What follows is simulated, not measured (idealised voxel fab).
You're looking at the process module voxel tone inversion.
Shown is cross-section cut, with a width of 210 nm and square cells of size 5 nm.
We lay out every cross-section as a grid of square cells and spell it out in bands from the top down, where one band means one or more rows of cells.
Look at the band entry: it leads with the top's height and the bottom's height in nm. Then it lists the materials left to right, with a width in nm for each. The word "throughout" on a single material says that material fills the band edge to edge. The word "air" is empty space.
The level at which height equals 0 is the one under which the wafer, as it arrives, is entirely one material. No lower edge exists for the bottom band, which continues downward and is notated as in "0 and below".
Note: "30..40" means the width goes from the first number (top row of the band) to the second number (bottom row) in equal steps per row of cells.
Reading "stayed the same" for a step: not a cell of the cross-section changed in it.
"Enclosed empty spaces" means: voids of 8 cells or more that are shut off from the top with no open way through. Written width x height at distance, distance from the left edge, in nm.
Post-settings text on a step line: simulator's own remark regarding the step.
The "overlay nm" setting may appear on a step's line; for a step that uses a mask, it gives how far to the right of its planned position the mask lay, and a negative value indicates the left.

### The steps planned for the process are as follows
1,op RECEIVE | material Si
2,op CONFORMAL_DEP | material SiCN | thk nm 10
3,op DIRECTIONAL_DEP | material polySi | thk nm 15
4,op PATTERN | tone cover | mask id POSTS | material resist | width nm 15 | pitch nm 35 | thk nm 25 | overlay nm 0
5,op DIRECTIONAL_ETCH | etch materials polySi | depth nm 15
6,op STRIP | etch materials resist
7,op FILL_DEP | material lowk | thk nm 10
8,op CMP | height nm 25
9,op STRIP | etch materials polySi
10,op CONFORMAL_DEP | material TiN | thk nm 5
11,op FILL_DEP | material W | thk nm 5
12,op CMP | height nm 25
13,op CONFORMAL_DEP | material SiCN | thk nm 5

### Delivered wafer in cross-section: state after step 1
0 and below = Si throughout
Enclosed empty spaces: none

### Cross-section, first of two wafers, end of module, run as planned
30 down to 25 = SiCN throughout
25 down to 15 = lowk 80 nm, then TiN 5 nm, then W 5 nm, then TiN 5 nm, then lowk 20 nm, then TiN 5 nm, then W 5 nm, then TiN 5 nm, then lowk 80 nm
15 down to 10 = lowk 80 nm, then TiN 15 nm, then lowk 20 nm, then TiN 15 nm, then lowk 80 nm
10 down to 0 = SiCN throughout
0 and below = Si throughout
Enclosed empty spaces: none

### Presented here is a cross-section of the second of the two wafers as it stood at the end of the module. It was started in the same manner and assigned the same plan as the first wafer; however, one mistake was made in its execution
30 down to 15 = SiCN throughout
15 down to 0 = polySi throughout
0 and below = Si throughout
Enclosed empty spaces: none
Short version of what went wrong: steps 2 and 3 were swapped
Heads up, by the end the second wafer has more or fewer cells of some materials compared to the first: 14 fewer of TiN | 4 fewer of W | 108 fewer of lowk | 126 more of polySi
